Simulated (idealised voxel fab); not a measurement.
The following process module bears the name voxel trench capacitor.
The width of the displayed cross-section, cut, is 260 nm; its cells are square, with a size of 5 nm.
Cross-section format: a grid of square cells, given as bands from top to bottom; each band is one or more rows of cells.
Top, bottom (nm), then materials left to right with widths (nm); lone material tagged "full width" fills the whole band edge to edge; "air" = empty space.
Where do heights start? At 0: under that level the wafer as delivered is made of one material only. And the lowest band has no floor; it just carries on downward, as in "0 -> down".
You'd read "30 to 40" like this: the band's top row of cells is as wide as the first number, its bottom row is as wide as the second, and going down, every row changes width by the same amount as the row before did.
The designation "nothing changed", where it is given for a processing step, indicates that no cell of the cross-section was altered in the course of that step.
"Fully enclosed voids" contains a list of empty spaces, each no smaller than 8 cells and without an open way to the top, written in the form width x height at distance with the distance from the left edge and all three in nm.
Anything after a step's settings on that line? It's the simulator's own note about the step.
What "overlay nm" on a step's line means: if the step has a mask, that mask lay this far to the right of its planned place, or, when the value is negative, to the left.
[This section lists the process steps that were planned]
1. RECEIVE: material Si
2. CONFORMAL_DEP: material SiN, thk nm 10
3. DIRECTIONAL_DEP: material aC, thk nm 15
4. PATTERN: tone open, mask id TRENCH, material resist, width nm 30, pitch nm 55, thk nm 30, overlay nm 0
5. DIRECTIONAL_ETCH: etch materials aC, depth nm 15
6. STRIP: etch materials resist
7. DIRECTIONAL_ETCH: etch materials SiN, depth nm 10
8. DIRECTIONAL_ETCH: etch materials Si, depth nm 30
9. STRIP: etch materials aC
10. CONFORMAL_DEP: material HfO2, thk nm 5
11. CONFORMAL_DEP: material TiN, thk nm 5
12. FILL_DEP: material W, thk nm 10
13. CMP: height nm 10
[Delivered wafer in cross-section: state after step 1]
> 0 -> down | Si full width
> Fully enclosed voids: none
[Cross-section taken at module completion on the first of two wafers; processed per the plan]
> 10 -> 0 | SiN=30, HfO2=5, TiN=5, W=10, TiN=5, HfO2=5, SiN=25, HfO2=5, TiN=5, W=10, TiN=5, HfO2=5, SiN=25, HfO2=5, TiN=5, W=10, TiN=5, HfO2=5, SiN=25, HfO2=5, TiN=5, W=10, TiN=5, HfO2=5, SiN=35
> 0 -> -20 | Si=30, HfO2=5, TiN=5, W=10, TiN=5, HfO2=5, Si=25, HfO2=5, TiN=5, W=10, TiN=5, HfO2=5, Si=25, HfO2=5, TiN=5, W=10, TiN=5, HfO2=5, Si=25, HfO2=5, TiN=5, W=10, TiN=5, HfO2=5, Si=35
> -20 -> -25 | Si=30, HfO2=5, TiN=20, HfO2=5, Si=25, HfO2=5, TiN=20, HfO2=5, Si=25, HfO2=5, TiN=20, HfO2=5, Si=25, HfO2=5, TiN=20, HfO2=5, Si=35
> -25 -> -30 | Si=30, HfO2=30, Si=25, HfO2=30, Si=25, HfO2=30, Si=25, HfO2=30, Si=35
> -30 -> down | Si full width
> Fully enclosed voids: none
[Cross-section of the latter of the two wafers at module completion. It had an identical start and an identical plan to the former; in running it, one mistake was made]
> 10 -> 0 | W full width
> 0 -> down | Si full width
> Fully enclosed voids: none
It is concluded that the wafer was processed incorrectly with respect to the plan, in that note that step 2 departed from the planned setting and was carried out as CONFORMAL_DEP: material W, thk nm 10
FYI, end of process, the second wafer has more or fewer cells of some materials than the first: 80 fewer of HfO2; 144 more of Si; 56 fewer of SiN; 64 fewer of TiN; 56 more of W
